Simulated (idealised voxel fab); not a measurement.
process module | voxel wiring stack
FYI the section here is cut, 145 nm wide, cells are 5 nm squares.
Square cells in a grid make up a cross-section in this document, and the grid is given as bands, listed from the top down, each one or more rows of cells. Top, bottom (nm), then materials left to right with widths (nm); lone material tagged "throughout" fills the whole band edge to edge; "blank" = empty space. Counting heights begins at 0, where everything beneath is, in the wafer as received, one material. The lowest band has no bottom; it goes on downwards, as "0..down" shows. So if you see something like "30..40" for the width, read it as the top row of the band sitting at the first number and the bottom row at the second, with every row in between moving by the same amount as the last. Step marked "identical to before"? Then no cell in the cross-section changed in it. Non-vented voids: empty space of 8 cells or more with no open way to the top, each as width x height at its distance from the left edge, in nm. Step line, after settings: the simulator's comment on this step. "overlay nm" denotes, for a step that has a mask, the displacement of the mask to the right of its planned place, with negative values corresponding to the left.
Listed below are the process steps as planned
step 1: RECEIVE | material Si
step 2: CONFORMAL_DEP | material SiO2 | thk nm 15
step 3: DIRECTIONAL_DEP | material TiN | thk nm 5
step 4: DIRECTIONAL_DEP | material W | thk nm 15
step 5: MASKED_ETCH | tone cover | mask id METAL_1 | width nm 30 | pitch nm 60 | etch materials W | depth nm 15 | overlay nm 0
step 6: MASKED_ETCH | tone cover | mask id METAL_1 | width nm 30 | pitch nm 60 | etch materials TiN | depth nm 5 | overlay nm 0
step 7: FILL_DEP | material SiO2 | thk nm 5
step 8: CMP | height nm 35
step 9: CONFORMAL_DEP | material SiCN | thk nm 5
step 10: DIRECTIONAL_DEP | material SiO2 | thk nm 10
step 11: MASKED_ETCH | tone open | mask id PLUG_1 | width nm 15 | etch materials SiO2 | depth nm 10 | overlay nm 0
step 12: MASKED_ETCH | tone open | mask id PLUG_1 | width nm 15 | etch materials SiCN | depth nm 5 | overlay nm 0
step 13: CONFORMAL_DEP | material TiN | thk nm 5
step 14: FILL_DEP | material Cu | thk nm 5
step 15: CMP | height nm 50
step 16: CONFORMAL_DEP | material SiN | thk nm 5
step 17: DIRECTIONAL_DEP | material lowk | thk nm 15
step 18: MASKED_ETCH | tone open | mask id METAL_2 | width nm 30 | pitch nm 60 | etch materials lowk | depth nm 15 | overlay nm 0
step 19: MASKED_ETCH | tone open | mask id METAL_2 | width nm 30 | pitch nm 60 | etch materials SiN | depth nm 5 | overlay nm 0
step 20: CONFORMAL_DEP | material TiN | thk nm 5
step 21: FILL_DEP | material Cu | thk nm 10
step 22: CMP | height nm 70
step 23: CONFORMAL_DEP | material SiCN | thk nm 5
step 24: DIRECTIONAL_DEP | material lowk | thk nm 30
step 25: MASKED_ETCH | tone open | mask id METAL_3 | width nm 30 | pitch nm 60 | etch materials lowk | depth nm 15 | overlay nm 0
step 26: MASKED_ETCH | tone open | mask id METAL_3_HOLES | width nm 15 | etch materials lowk | depth nm 15 | overlay nm 0
step 27: MASKED_ETCH | tone open | mask id METAL_3_HOLES | width nm 15 | etch materials SiCN | depth nm 5 | overlay nm 0
step 28: CONFORMAL_DEP | material TiN | thk nm 5
step 29: FILL_DEP | material Cu | thk nm 10
step 30: CMP | height nm 105
step 31: CONFORMAL_DEP | material SiCN | thk nm 5
step 32: DIRECTIONAL_DEP | material lowk | thk nm 10
step 33: DIRECTIONAL_DEP | material aC | thk nm 15
step 34: PATTERN | tone open | mask id PLUG_3 | material resist | width nm 15 | thk nm 30 | overlay nm 0
step 35: DIRECTIONAL_ETCH | etch materials aC | depth nm 15
step 36: STRIP | etch materials resist
step 37: DIRECTIONAL_ETCH | etch materials lowk | depth nm 10
step 38: DIRECTIONAL_ETCH | etch materials SiCN | depth nm 5
step 39: STRIP | etch materials aC
step 40: EPI | material Ru | thk nm 10
step 41: EPI | material Ru | thk nm 5
step 42: DIRECTIONAL_DEP | material TiN | thk nm 5
step 43: DIRECTIONAL_DEP | material W | thk nm 15
step 44: PATTERN | tone cover | mask id METAL_4 | material resist | width nm 30 | pitch nm 60 | thk nm 20 | overlay nm 0
step 45: DIRECTIONAL_ETCH | etch materials W | depth nm 15
step 46: DIRECTIONAL_ETCH | etch materials TiN | depth nm 5
step 47: STRIP | etch materials resist
step 48: FILL_DEP | material SiO2 | thk nm 5
step 49: CMP | height nm 140
step 50: CONFORMAL_DEP | material SiCN | thk nm 5
First wafer, two in total, run as planned
As-received wafer cross-section (after step 1)
0..down | Si throughout
Non-vented voids: none
So this is the wafer cross-section right after step 2
15..0 | SiO2 throughout
Below 0, no change.
So this is the wafer cross-section right after step 3
20..15 | TiN throughout
Below 15, no change.
So this is the wafer cross-section right after step 4
35..20 | W throughout
Below 20, no change.
So this is the wafer cross-section right after step 5
35..20 | 25 nm blank, 30 nm W, 30 nm blank, 30 nm W, 30 nm blank
Below 20, no change.
So this is the wafer cross-section right after step 6
35..20 | 25 nm blank, 30 nm W, 30 nm blank, 30 nm W, 30 nm blank
20..15 | 25 nm blank, 30 nm TiN, 30 nm blank, 30 nm TiN, 30 nm blank
Below 15, no change.
So this is the wafer cross-section right after step 7
40..35 | SiO2 throughout
35..20 | 25 nm SiO2, 30 nm W, 30 nm SiO2, 30 nm W, 30 nm SiO2
20..15 | 25 nm SiO2, 30 nm TiN, 30 nm SiO2, 30 nm TiN, 30 nm SiO2
Below 15, no change.
So this is the wafer cross-section right after step 8
35..20 | 25 nm SiO2, 30 nm W, 30 nm SiO2, 30 nm W, 30 nm SiO2
Below 20, no change.
So this is the wafer cross-section right after step 9
40..35 | SiCN throughout
Below 35, no change.
So this is the wafer cross-section right after step 10
50..40 | SiO2 throughout
Below 40, no change.
So this is the wafer cross-section right after step 11
50..40 | 25 nm SiO2, 15 nm blank, 105 nm SiO2
Below 40, no change.
So this is the wafer cross-section right after step 12
50..40 | 25 nm SiO2, 15 nm blank, 105 nm SiO2
40..35 | 25 nm SiCN, 15 nm blank, 105 nm SiCN
Below 35, no change.
So this is the wafer cross-section right after step 13
55..50 | 30 nm TiN, 5 nm blank, 110 nm TiN
50..40 | 25 nm SiO2, 5 nm TiN, 5 nm blank, 5 nm TiN, 105 nm SiO2
40..35 | 25 nm SiCN, 15 nm TiN, 105 nm SiCN
Below 35, no change.
So this is the wafer cross-section right after step 14
60..55 | Cu throughout
55..50 | 30 nm TiN, 5 nm Cu, 110 nm TiN
50..40 | 25 nm SiO2, 5 nm TiN, 5 nm Cu, 5 nm TiN, 105 nm SiO2
Below 40, no change.
So this is the wafer cross-section right after step 15
50..40 | 25 nm SiO2, 5 nm TiN, 5 nm Cu, 5 nm TiN, 105 nm SiO2
Below 40, no change.
So this is the wafer cross-section right after step 16
55..50 | SiN throughout
Below 50, no change.
So this is the wafer cross-section right after step 17
70..55 | lowk throughout
Below 55, no change.
So this is the wafer cross-section right after step 18
70..55 | 25 nm lowk, 30 nm blank, 30 nm lowk, 30 nm blank, 30 nm lowk
Below 55, no change.
So this is the wafer cross-section right after step 19
70..55 | 25 nm lowk, 30 nm blank, 30 nm lowk, 30 nm blank, 30 nm lowk
55..50 | 25 nm SiN, 30 nm blank, 30 nm SiN, 30 nm blank, 30 nm SiN
Below 50, no change.
So this is the wafer cross-section right after step 20
75..70 | 30 nm TiN, 20 nm blank, 40 nm TiN, 20 nm blank, 35 nm TiN
70..55 | 25 nm lowk, 5 nm TiN, 20 nm blank, 5 nm TiN, 30 nm lowk, 5 nm TiN, 20 nm blank, 5 nm TiN, 30 nm lowk
55..50 | 25 nm SiN, 30 nm TiN, 30 nm SiN, 30 nm TiN, 30 nm SiN
Below 50, no change.
So this is the wafer cross-section right after step 21
85..75 | Cu throughout
75..70 | 30 nm TiN, 20 nm Cu, 40 nm TiN, 20 nm Cu, 35 nm TiN
70..55 | 25 nm lowk, 5 nm TiN, 20 nm Cu, 5 nm TiN, 30 nm lowk, 5 nm TiN, 20 nm Cu, 5 nm TiN, 30 nm lowk
Below 55, no change.
So this is the wafer cross-section right after step 22
70..55 | 25 nm lowk, 5 nm TiN, 20 nm Cu, 5 nm TiN, 30 nm lowk, 5 nm TiN, 20 nm Cu, 5 nm TiN, 30 nm lowk
Below 55, no change.
So this is the wafer cross-section right after step 23
75..70 | SiCN throughout
Below 70, no change.
So this is the wafer cross-section right after step 24
105..75 | lowk throughout
Below 75, no change.
So this is the wafer cross-section right after step 25
105..90 | 25 nm lowk, 30 nm blank, 30 nm lowk, 30 nm blank, 30 nm lowk
Below 90, no change.
So this is the wafer cross-section right after step 26
105..90 | 25 nm lowk, 30 nm blank, 30 nm lowk, 30 nm blank, 30 nm lowk
90..75 | 25 nm lowk, 15 nm blank, 105 nm lowk
Below 75, no change.
So this is the wafer cross-section right after step 27
105..90 | 25 nm lowk, 30 nm blank, 30 nm lowk, 30 nm blank, 30 nm lowk
90..75 | 25 nm lowk, 15 nm blank, 105 nm lowk
75..70 | 25 nm SiCN, 15 nm blank, 105 nm SiCN
Below 70, no change.
So this is the wafer cross-section right after step 28
110..105 | 30 nm TiN, 20 nm blank, 40 nm TiN, 20 nm blank, 35 nm TiN
105..95 | 25 nm lowk, 5 nm TiN, 20 nm blank, 5 nm TiN, 30 nm lowk, 5 nm TiN, 20 nm blank, 5 nm TiN, 30 nm lowk
95..90 | 25 nm lowk, 5 nm TiN, 5 nm blank, 20 nm TiN, 30 nm lowk, 30 nm TiN, 30 nm lowk
90..75 | 25 nm lowk, 5 nm TiN, 5 nm blank, 5 nm TiN, 105 nm lowk
75..70 | 25 nm SiCN, 15 nm TiN, 105 nm SiCN
Below 70, no change.
So this is the wafer cross-section right after step 29
120..110 | Cu throughout
110..105 | 30 nm TiN, 20 nm Cu, 40 nm TiN, 20 nm Cu, 35 nm TiN
105..95 | 25 nm lowk, 5 nm TiN, 20 nm Cu, 5 nm TiN, 30 nm lowk, 5 nm TiN, 20 nm Cu, 5 nm TiN, 30 nm lowk
95..90 | 25 nm lowk, 5 nm TiN, 5 nm Cu, 20 nm TiN, 30 nm lowk, 30 nm TiN, 30 nm lowk
90..75 | 25 nm lowk, 5 nm TiN, 5 nm Cu, 5 nm TiN, 105 nm lowk
Below 75, no change.
So this is the wafer cross-section right after step 30
105..95 | 25 nm lowk, 5 nm TiN, 20 nm Cu, 5 nm TiN, 30 nm lowk, 5 nm TiN, 20 nm Cu, 5 nm TiN, 30 nm lowk
Below 95, no change.
So this is the wafer cross-section right after step 31
110..105 | SiCN throughout
Below 105, no change.
So this is the wafer cross-section right after step 32
120..110 | lowk throughout
Below 110, no change.
So this is the wafer cross-section right after step 33
135..120 | aC throughout
Below 120, no change.
So this is the wafer cross-section right after step 34
165..135 | 25 nm resist, 15 nm blank, 105 nm resist
Below 135, no change.
So this is the wafer cross-section right after step 35
150..135 | 25 nm resist, 15 nm blank, 105 nm resist
135..120 | 25 nm aC, 15 nm blank, 105 nm aC
Below 120, no change.
So this is the wafer cross-section right after step 36
135..120 | 25 nm aC, 15 nm blank, 105 nm aC
Below 120, no change.
So this is the wafer cross-section right after step 37
135..120 | 25 nm aC, 15 nm blank, 105 nm aC
120..110 | 25 nm lowk, 15 nm blank, 105 nm lowk
Below 110, no change.
So this is the wafer cross-section right after step 38
135..120 | 25 nm aC, 15 nm blank, 105 nm aC
120..110 | 25 nm lowk, 15 nm blank, 105 nm lowk
110..105 | 25 nm SiCN, 15 nm blank, 105 nm SiCN
Below 105, no change.
So this is the wafer cross-section right after step 39
120..110 | 25 nm lowk, 15 nm blank, 105 nm lowk
Below 110, no change.
So this is the wafer cross-section right after step 40
120..115 | 25 nm lowk, 15 nm blank, 105 nm lowk
115..110 | 25 nm lowk, 15 nm Ru, 105 nm lowk
110..105 | 25 nm SiCN, 15 nm Ru, 105 nm SiCN
Below 105, no change.
So this is the wafer cross-section right after step 41
120..110 | 25 nm lowk, 15 nm Ru, 105 nm lowk
Below 110, no change.
So this is the wafer cross-section right after step 42
125..120 | TiN throughout
Below 120, no change.
So this is the wafer cross-section right after step 43
140..125 | W throughout
Below 125, no change.
So this is the wafer cross-section right after step 44
160..140 | 25 nm blank, 30 nm resist, 30 nm blank, 30 nm resist, 30 nm blank
Below 140, no change.
So this is the wafer cross-section right after step 45
160..140 | 25 nm blank, 30 nm resist, 30 nm blank, 30 nm resist, 30 nm blank
140..125 | 25 nm blank, 30 nm W, 30 nm blank, 30 nm W, 30 nm blank
Below 125, no change.
So this is the wafer cross-section right after step 46
160..140 | 25 nm blank, 30 nm resist, 30 nm blank, 30 nm resist, 30 nm blank
140..125 | 25 nm blank, 30 nm W, 30 nm blank, 30 nm W, 30 nm blank
125..120 | 25 nm blank, 30 nm TiN, 30 nm blank, 30 nm TiN, 30 nm blank
Below 120, no change.
So this is the wafer cross-section right after step 47
140..125 | 25 nm blank, 30 nm W, 30 nm blank, 30 nm W, 30 nm blank
Below 125, no change.
So this is the wafer cross-section right after step 48
145..140 | SiO2 throughout
140..125 | 25 nm SiO2, 30 nm W, 30 nm SiO2, 30 nm W, 30 nm SiO2
125..120 | 25 nm SiO2, 30 nm TiN, 30 nm SiO2, 30 nm TiN, 30 nm SiO2
Below 120, no change.
So this is the wafer cross-section right after step 49
140..125 | 25 nm SiO2, 30 nm W, 30 nm SiO2, 30 nm W, 30 nm SiO2
Below 125, no change.
So this is the wafer cross-section right after step 50
145..140 | SiCN throughout
Below 140, no change.
The Second Wafer: Common Origin and Plan, One Mistake in Execution, Identical to the First Through Step 1
Cross-section, second wafer, at the end time the plan gives for step 2
30..0 | SiO2 throughout
Below 0, no change.
Cross-section, second wafer, at the end time the plan gives for step 3
35..30 | TiN throughout
Below 30, no change.
Cross-section, second wafer, at the end time the plan gives for step 4
50..35 | W throughout
Below 35, no change.
Cross-section, second wafer, at the end time the plan gives for step 5
50..35 | 25 nm blank, 30 nm W, 30 nm blank, 30 nm W, 30 nm blank
Below 35, no change.
Cross-section, second wafer, at the end time the plan gives for step 6
50..35 | 25 nm blank, 30 nm W, 30 nm blank, 30 nm W, 30 nm blank
35..30 | 25 nm blank, 30 nm TiN, 30 nm blank, 30 nm TiN, 30 nm blank
Below 30, no change.
Cross-section, second wafer, at the end time the plan gives for step 7
55..50 | SiO2 throughout
50..35 | 25 nm SiO2, 30 nm W, 30 nm SiO2, 30 nm W, 30 nm SiO2
35..30 | 25 nm SiO2, 30 nm TiN, 30 nm SiO2, 30 nm TiN, 30 nm SiO2
Below 30, no change.
Cross-section, second wafer, at the end time the plan gives for step 8
35..30 | 25 nm SiO2, 30 nm TiN, 30 nm SiO2, 30 nm TiN, 30 nm SiO2
Below 30, no change.
Cross-section, second wafer, at the end time the plan gives for step 9
40..35 | SiCN throughout
Below 35, no change.
Cross-section, second wafer, at the end time the plan gives for step 10
50..40 | SiO2 throughout
Below 40, no change.
Cross-section, second wafer, at the end time the plan gives for step 11
50..40 | 25 nm SiO2, 15 nm blank, 105 nm SiO2
Below 40, no change.
Cross-section, second wafer, at the end time the plan gives for step 12
50..40 | 25 nm SiO2, 15 nm blank, 105 nm SiO2
40..35 | 25 nm SiCN, 15 nm blank, 105 nm SiCN
Below 35, no change.
Cross-section, second wafer, at the end time the plan gives for step 13
55..50 | 30 nm TiN, 5 nm blank, 110 nm TiN
50..40 | 25 nm SiO2, 5 nm TiN, 5 nm blank, 5 nm TiN, 105 nm SiO2
40..35 | 25 nm SiCN, 15 nm TiN, 105 nm SiCN
Below 35, no change.
Cross-section, second wafer, at the end time the plan gives for step 14
60..55 | Cu throughout
55..50 | 30 nm TiN, 5 nm Cu, 110 nm TiN
50..40 | 25 nm SiO2, 5 nm TiN, 5 nm Cu, 5 nm TiN, 105 nm SiO2
Below 40, no change.
Cross-section, second wafer, at the end time the plan gives for step 15
50..40 | 25 nm SiO2, 5 nm TiN, 5 nm Cu, 5 nm TiN, 105 nm SiO2
Below 40, no change.
Cross-section, second wafer, at the end time the plan gives for step 16
55..50 | SiN throughout
Below 50, no change.
Cross-section, second wafer, at the end time the plan gives for step 17
70..55 | lowk throughout
Below 55, no change.
Cross-section, second wafer, at the end time the plan gives for step 18
70..55 | 25 nm lowk, 30 nm blank, 30 nm lowk, 30 nm blank, 30 nm lowk
Below 55, no change.
Cross-section, second wafer, at the end time the plan gives for step 19
70..55 | 25 nm lowk, 30 nm blank, 30 nm lowk, 30 nm blank, 30 nm lowk
55..50 | 25 nm SiN, 30 nm blank, 30 nm SiN, 30 nm blank, 30 nm SiN
Below 50, no change.
Cross-section, second wafer, at the end time the plan gives for step 20
75..70 | 30 nm TiN, 20 nm blank, 40 nm TiN, 20 nm blank, 35 nm TiN
70..55 | 25 nm lowk, 5 nm TiN, 20 nm blank, 5 nm TiN, 30 nm lowk, 5 nm TiN, 20 nm blank, 5 nm TiN, 30 nm lowk
55..50 | 25 nm SiN, 30 nm TiN, 30 nm SiN, 30 nm TiN, 30 nm SiN
Below 50, no change.
Cross-section, second wafer, at the end time the plan gives for step 21
85..75 | Cu throughout
75..70 | 30 nm TiN, 20 nm Cu, 40 nm TiN, 20 nm Cu, 35 nm TiN
70..55 | 25 nm lowk, 5 nm TiN, 20 nm Cu, 5 nm TiN, 30 nm lowk, 5 nm TiN, 20 nm Cu, 5 nm TiN, 30 nm lowk
Below 55, no change.
Cross-section, second wafer, at the end time the plan gives for step 22
70..55 | 25 nm lowk, 5 nm TiN, 20 nm Cu, 5 nm TiN, 30 nm lowk, 5 nm TiN, 20 nm Cu, 5 nm TiN, 30 nm lowk
Below 55, no change.
Cross-section, second wafer, at the end time the plan gives for step 23
75..70 | SiCN throughout
Below 70, no change.
Cross-section, second wafer, at the end time the plan gives for step 24
105..75 | lowk throughout
Below 75, no change.
Cross-section, second wafer, at the end time the plan gives for step 25
105..90 | 25 nm lowk, 30 nm blank, 30 nm lowk, 30 nm blank, 30 nm lowk
Below 90, no change.
Cross-section, second wafer, at the end time the plan gives for step 26
105..90 | 25 nm lowk, 30 nm blank, 30 nm lowk, 30 nm blank, 30 nm lowk
90..75 | 25 nm lowk, 15 nm blank, 105 nm lowk
Below 75, no change.
Cross-section, second wafer, at the end time the plan gives for step 27
105..90 | 25 nm lowk, 30 nm blank, 30 nm lowk, 30 nm blank, 30 nm lowk
90..75 | 25 nm lowk, 15 nm blank, 105 nm lowk
75..70 | 25 nm SiCN, 15 nm blank, 105 nm SiCN
Below 70, no change.
Cross-section, second wafer, at the end time the plan gives for step 28
110..105 | 30 nm TiN, 20 nm blank, 40 nm TiN, 20 nm blank, 35 nm TiN
105..95 | 25 nm lowk, 5 nm TiN, 20 nm blank, 5 nm TiN, 30 nm lowk, 5 nm TiN, 20 nm blank, 5 nm TiN, 30 nm lowk
95..90 | 25 nm lowk, 5 nm TiN, 5 nm blank, 20 nm TiN, 30 nm lowk, 30 nm TiN, 30 nm lowk
90..75 | 25 nm lowk, 5 nm TiN, 5 nm blank, 5 nm TiN, 105 nm lowk
75..70 | 25 nm SiCN, 15 nm TiN, 105 nm SiCN
Below 70, no change.
Cross-section, second wafer, at the end time the plan gives for step 29
120..110 | Cu throughout
110..105 | 30 nm TiN, 20 nm Cu, 40 nm TiN, 20 nm Cu, 35 nm TiN
105..95 | 25 nm lowk, 5 nm TiN, 20 nm Cu, 5 nm TiN, 30 nm lowk, 5 nm TiN, 20 nm Cu, 5 nm TiN, 30 nm lowk
95..90 | 25 nm lowk, 5 nm TiN, 5 nm Cu, 20 nm TiN, 30 nm lowk, 30 nm TiN, 30 nm lowk
90..75 | 25 nm lowk, 5 nm TiN, 5 nm Cu, 5 nm TiN, 105 nm lowk
Below 75, no change.
Cross-section, second wafer, at the end time the plan gives for step 30
105..95 | 25 nm lowk, 5 nm TiN, 20 nm Cu, 5 nm TiN, 30 nm lowk, 5 nm TiN, 20 nm Cu, 5 nm TiN, 30 nm lowk
Below 95, no change.
Cross-section, second wafer, at the end time the plan gives for step 31
110..105 | SiCN throughout
Below 105, no change.
Cross-section, second wafer, at the end time the plan gives for step 32
120..110 | lowk throughout
Below 110, no change.
Cross-section, second wafer, at the end time the plan gives for step 33
135..120 | aC throughout
Below 120, no change.
Cross-section, second wafer, at the end time the plan gives for step 34
165..135 | 25 nm resist, 15 nm blank, 105 nm resist
Below 135, no change.
Cross-section, second wafer, at the end time the plan gives for step 35
150..135 | 25 nm resist, 15 nm blank, 105 nm resist
135..120 | 25 nm aC, 15 nm blank, 105 nm aC
Below 120, no change.
Cross-section, second wafer, at the end time the plan gives for step 36
135..120 | 25 nm aC, 15 nm blank, 105 nm aC
Below 120, no change.
Cross-section, second wafer, at the end time the plan gives for step 37
135..120 | 25 nm aC, 15 nm blank, 105 nm aC
120..110 | 25 nm lowk, 15 nm blank, 105 nm lowk
Below 110, no change.
Cross-section, second wafer, at the end time the plan gives for step 38
135..120 | 25 nm aC, 15 nm blank, 105 nm aC
120..110 | 25 nm lowk, 15 nm blank, 105 nm lowk
110..105 | 25 nm SiCN, 15 nm blank, 105 nm SiCN
Below 105, no change.
Cross-section, second wafer, at the end time the plan gives for step 39
120..110 | 25 nm lowk, 15 nm blank, 105 nm lowk
Below 110, no change.
Cross-section, second wafer, at the end time the plan gives for step 40
120..115 | 25 nm lowk, 15 nm blank, 105 nm lowk
115..110 | 25 nm lowk, 15 nm Ru, 105 nm lowk
110..105 | 25 nm SiCN, 15 nm Ru, 105 nm SiCN
Below 105, no change.
Cross-section, second wafer, at the end time the plan gives for step 41
120..110 | 25 nm lowk, 15 nm Ru, 105 nm lowk
Below 110, no change.
Cross-section, second wafer, at the end time the plan gives for step 42
125..120 | TiN throughout
Below 120, no change.
Cross-section, second wafer, at the end time the plan gives for step 43
140..125 | W throughout
Below 125, no change.
Cross-section, second wafer, at the end time the plan gives for step 44
160..140 | 25 nm blank, 30 nm resist, 30 nm blank, 30 nm resist, 30 nm blank
Below 140, no change.
Cross-section, second wafer, at the end time the plan gives for step 45
160..140 | 25 nm blank, 30 nm resist, 30 nm blank, 30 nm resist, 30 nm blank
140..125 | 25 nm blank, 30 nm W, 30 nm blank, 30 nm W, 30 nm blank
Below 125, no change.
Cross-section, second wafer, at the end time the plan gives for step 46
160..140 | 25 nm blank, 30 nm resist, 30 nm blank, 30 nm resist, 30 nm blank
140..125 | 25 nm blank, 30 nm W, 30 nm blank, 30 nm W, 30 nm blank
125..120 | 25 nm blank, 30 nm TiN, 30 nm blank, 30 nm TiN, 30 nm blank
Below 120, no change.
Cross-section, second wafer, at the end time the plan gives for step 47
140..125 | 25 nm blank, 30 nm W, 30 nm blank, 30 nm W, 30 nm blank
Below 125, no change.
Cross-section, second wafer, at the end time the plan gives for step 48
145..140 | SiO2 throughout
140..125 | 25 nm SiO2, 30 nm W, 30 nm SiO2, 30 nm W, 30 nm SiO2
125..120 | 25 nm SiO2, 30 nm TiN, 30 nm SiO2, 30 nm TiN, 30 nm SiO2
Below 120, no change.
Cross-section, second wafer, at the end time the plan gives for step 49
140..125 | 25 nm SiO2, 30 nm W, 30 nm SiO2, 30 nm W, 30 nm SiO2
Below 125, no change.
Cross-section, second wafer, at the end time the plan gives for step 50
145..140 | SiCN throughout
Below 140, no change.
So what did we get wrong on this run? plan step 2 ran twice
Looking at both finished wafers in cells, the second ends up ahead of or behind the first on some materials: SiO2 +36 | W -36
